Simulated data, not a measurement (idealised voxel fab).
Herein follows the process module entitled voxel ribs on slabs.
For reference, the cross-section in this document is cut, with width 245 nm and square cells of 5 nm.
Notation: cross-section as square-cell grid; stated in bands, top first, going down; one or more cell rows per band. Heights first: top, then bottom, in nm. Then materials, left to right, each with a width in nm. "all across" on a single material: fills the band edge to edge. "air": empty space. Measure heights from 0. That's the level where, below it, the as-received wafer is all one material. The lowest band is bottomless and extends downward; write it as in "0 and below". Quick explanation for "30 to 40": the width changes in equal steps down the rows of cells, from the first number in the band's top row to the second number in its bottom row. When a step is marked "no change", none of the cells in the cross-section changed during that step. Empty spaces without an open route to the top, at least 8 cells in extent, make up the entry "Trapped cavities"; each is given as width x height at distance, where the distance is measured from the left edge, and all are in nm. Post-settings text on a step line: simulator's own remark regarding the step. When a step includes a mask, the "overlay nm" setting on its line states how far to the right of its planned place that mask lay, and negative values state how far to the left.
# Planned step list for the process
1. RECEIVE [material Si]
2. DIRECTIONAL_DEP [material SiO2] [thk nm 25]
3. DIRECTIONAL_DEP [material SiN] [thk nm 25]
4. DIRECTIONAL_DEP [material aC] [thk nm 15]
5. PATTERN [tone cover] [mask id RIB] [material resist] [width nm 15] [thk nm 30] [overlay nm 0]
6. DIRECTIONAL_ETCH [etch materials aC] [depth nm 15]
7. STRIP [etch materials resist]
8. DIRECTIONAL_ETCH [etch materials SiN] [depth nm 5]
9. STRIP [etch materials aC]
10. MASKED_ETCH [tone cover] [mask id SLAB] [width nm 55] [etch materials SiN] [depth nm 20] [overlay nm 0]
11. FILL_DEP [material SiO2] [thk nm 20]
12. CMP [height nm 65]
13. DIRECTIONAL_DEP [material TiN] [thk nm 10]
14. PATTERN [tone cover] [mask id HEATER] [material resist] [width nm 25] [thk nm 15] [overlay nm 0]
15. DIRECTIONAL_ETCH [etch materials TiN] [depth nm 10]
16. STRIP [etch materials resist]
17. CONFORMAL_DEP [material SiN] [thk nm 10]
# Incoming wafer, cross-sectional view, post step 1
  0 and below  Si all across
  Trapped cavities: none
# The first of two wafers, cross-sectioned at the end of the module, with the run proceeding as planned
  85 down to 75  air 100 nm, then SiN 45 nm, then air 100 nm
  75 down to 65  SiN 110 nm, then TiN 25 nm, then SiN 110 nm
  65 down to 50  SiO2 all across
  50 down to 45  SiO2 115 nm, then SiN 15 nm, then SiO2 115 nm
  45 down to 25  SiO2 95 nm, then SiN 55 nm, then SiO2 95 nm
  25 down to 0  SiO2 all across
  0 and below  Si all across
  Trapped cavities: none
# Wafer two cross-section, module end. Start and plan unchanged from wafer one; one mistake made during the run
  85 down to 75  air 100 nm, then SiN 45 nm, then air 100 nm
  75 down to 65  SiN 110 nm, then TiN 25 nm, then SiN 110 nm
  65 down to 50  TiN all across
  50 down to 45  TiN 115 nm, then SiN 15 nm, then TiN 115 nm
  45 down to 25  TiN 95 nm, then SiN 55 nm, then TiN 95 nm
  25 down to 0  SiO2 all across
  0 and below  Si all across
  Trapped cavities: none
Nonconformance to the process plan: step 11 off recipe, ran as FILL_DEP [material TiN] [thk nm 20]
Heads up, by the end the second wafer has more or fewer cells of some materials compared to the first: SiO2: 345 fewer | TiN: 345 more
